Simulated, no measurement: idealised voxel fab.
Module name: voxel capacitor over wiring (process module)
FYI the section here is cut, 210 nm wide, cells are 5 nm squares.
A cross-section in this document is a grid of square cells, and it is written down as bands, the top band listed before the ones below it; a band is made up of one or more rows of cells.
A band entry consists of two parts. The first gives the height of the band's top and the height of its bottom, in nm. The rest lists the band's materials from left to right, each with its width in nm. A single material labelled with the word "full width" fills the band from edge to edge, and the word "air" marks empty space.
All heights in this document are referenced to 0, defined as the level beneath which the wafer, as received, consists entirely of one material. The lowest band is not bounded below; it extends indefinitely downward and is written in the form "top 0, no bottom".
Top row gets the first number, bottom row gets the second, and each row in between changes by the same step: that is how a band width like "30 to 40" works.
Key: "everything unchanged" - step with no changed cell in the cross-section.
Any empty space of 8 cells or more lacking an open way to the top shows up in "Non-vented voids" as width x height at distance, distance from the left edge, in nm.
Whatever follows a step's settings on its line is a remark the simulator itself makes about that step.
If you see "overlay nm" on a step's line and that step has a mask, it's telling you how far right of where it was planned the mask ended up; a negative number means it went left instead.
Plan:
step 1: RECEIVE: material Si
step 2: CONFORMAL_DEP: material SiO2, thk nm 15
step 3: DIRECTIONAL_DEP: material TiN, thk nm 5
step 4: DIRECTIONAL_DEP: material W, thk nm 20
step 5: PATTERN: tone cover, mask id METAL_1, material resist, width nm 25, pitch nm 85, thk nm 15, overlay nm -15
step 6: DIRECTIONAL_ETCH: etch materials W, depth nm 20
step 7: DIRECTIONAL_ETCH: etch materials TiN, depth nm 5
step 8: STRIP: etch materials resist
step 9: CONFORMAL_DEP: material SiN, thk nm 5
step 10: FILL_DEP: material lowk, thk nm 5
step 11: CMP: height nm 40
step 12: CONFORMAL_DEP: material SiCN, thk nm 5
step 13: DIRECTIONAL_DEP: material lowk, thk nm 15
step 14: DIRECTIONAL_DEP: material aC, thk nm 15
step 15: PATTERN: tone open, mask id PLUG_1, material resist, width nm 15, thk nm 30, overlay nm 0
step 16: DIRECTIONAL_ETCH: etch materials aC, depth nm 15
step 17: STRIP: etch materials resist
step 18: DIRECTIONAL_ETCH: etch materials lowk, depth nm 15
step 19: DIRECTIONAL_ETCH: etch materials SiCN, depth nm 5
step 20: STRIP: etch materials aC
step 21: EPI: material Ru, thk nm 10
step 22: EPI: material Ru, thk nm 10
step 23: DIRECTIONAL_DEP: material TiN, thk nm 10
step 24: DIRECTIONAL_DEP: material SiN, thk nm 5
step 25: DIRECTIONAL_DEP: material TiN, thk nm 5
step 26: PATTERN: tone cover, mask id UPPER_PLATE, material resist, width nm 65, thk nm 15, overlay nm 0
step 27: DIRECTIONAL_ETCH: etch materials TiN, depth nm 5
step 28: DIRECTIONAL_ETCH: etch materials SiN, depth nm 5
step 29: STRIP: etch materials resist
step 30: PATTERN: tone cover, mask id LOWER_PLATE, material resist, width nm 75, thk nm 20, overlay nm 0
step 31: DIRECTIONAL_ETCH: etch materials TiN, depth nm 10
step 32: STRIP: etch materials resist
step 33: FILL_DEP: material SiO2, thk nm 15
step 34: CMP: height nm 90
step 35: DIRECTIONAL_DEP: material aC, thk nm 10
step 36: PATTERN: tone open, mask id PLUG_2, material resist, width nm 15, thk nm 30, overlay nm 0
step 37: DIRECTIONAL_ETCH: etch materials aC, depth nm 10
step 38: STRIP: etch materials resist
step 39: DIRECTIONAL_ETCH: etch materials SiO2, depth nm 10
step 40: STRIP: etch materials aC
step 41: CONFORMAL_DEP: material TiN, thk nm 5
step 42: FILL_DEP: material Ru, thk nm 10
step 43: CMP: height nm 90
step 44: CONFORMAL_DEP: material SiCN, thk nm 5
The value of overlay nm given for step 5 in the plan refers to the first wafer; the wafers vary in this setting and are alike at the start.
Cross-section of the first incoming wafer of several, state after step 1:
    top 0, no bottom | Si full width
    Non-vented voids: none
Cross-section of the first of several wafers once the module has run through its last step, step 44:
    top 95, bottom 90 | SiCN full width
    top 90, bottom 85 | SiO2: 70 | TiN: 5 | Ru: 5 | TiN: 5 | SiO2: 125
    top 85, bottom 75 | SiO2: 70 to 75 | TiN: 15 to 50 | SiO2: 125 to 85
    top 75, bottom 70 | SiO2: 75 | SiN: 50 | SiO2: 85
    top 70, bottom 60 | SiO2: 55 | TiN: 5 | SiO2: 15 | TiN: 55 | SiO2: 80
    top 60, bottom 55 | lowk: 60 | TiN: 15 | lowk: 135
    top 55, bottom 50 | lowk: 60 | SiN: 15 | lowk: 135
    top 50, bottom 45 | lowk: 60 | TiN: 15 | lowk: 135
    top 45, bottom 40 | SiCN: 60 | TiN: 15 | SiCN: 135
    top 40, bottom 20 | lowk: 30 | SiN: 5 | W: 25 | SiN: 5 | lowk: 50 | SiN: 5 | W: 25 | SiN: 5 | lowk: 60
    top 20, bottom 15 | SiN: 35 | TiN: 25 | SiN: 60 | TiN: 25 | SiN: 65
    top 15, bottom 0 | SiO2 full width
    top 0, no bottom | Si full width
    Non-vented voids: none
End of module, last wafer sectioned:
    top 95, bottom 90 | SiCN full width
    top 90, bottom 85 | SiO2: 70 | TiN: 5 | Ru: 5 | TiN: 5 | SiO2: 125
    top 85, bottom 75 | SiO2: 70 to 60 | TiN: 15 to 65 | SiO2: 125 to 85
    top 75, bottom 70 | SiO2: 60 | SiN: 65 | SiO2: 85
    top 70, bottom 60 | SiO2: 55 | TiN: 75 | SiO2: 80
    top 60, bottom 45 | lowk: 60 | Ru: 15 | lowk: 135
    top 45, bottom 40 | SiCN: 60 | Ru: 15 | SiCN: 135
    top 40, bottom 20 | lowk: 60 | SiN: 5 | W: 25 | SiN: 5 | lowk: 50 | SiN: 5 | W: 25 | SiN: 5 | lowk: 30
    top 20, bottom 15 | SiN: 65 | TiN: 25 | SiN: 60 | TiN: 25 | SiN: 35
    top 15, bottom 0 | SiO2 full width
    top 0, no bottom | Si full width
    Non-vented voids: none
Wafer rows, end of module: cells per material gained (+) or lost (-) since receipt; closed voids last:
overlay nm -15; +1 Ru; +81 SiCN; +61 SiN; +328 SiO2; +58 TiN; +40 W; +229 lowk; Non-vented voids: none
overlay nm -10; +13 Ru; +81 SiCN; +61 SiN; +316 SiO2; +58 TiN; +40 W; +229 lowk; Non-vented voids: none
overlay nm -5; +13 Ru; +81 SiCN; +61 SiN; +316 SiO2; +58 TiN; +40 W; +229 lowk; Non-vented voids: none
overlay nm 0; +13 Ru; +81 SiCN; +61 SiN; +316 SiO2; +58 TiN; +40 W; +229 lowk; Non-vented voids: none
overlay nm 5; +13 Ru; +81 SiCN; +61 SiN; +316 SiO2; +58 TiN; +40 W; +229 lowk; Non-vented voids: none
overlay nm 10; +13 Ru; +81 SiCN; +61 SiN; +316 SiO2; +58 TiN; +40 W; +229 lowk; Non-vented voids: none
overlay nm 15; +13 Ru; +81 SiCN; +61 SiN; +316 SiO2; +58 TiN; +40 W; +229 lowk; Non-vented voids: none
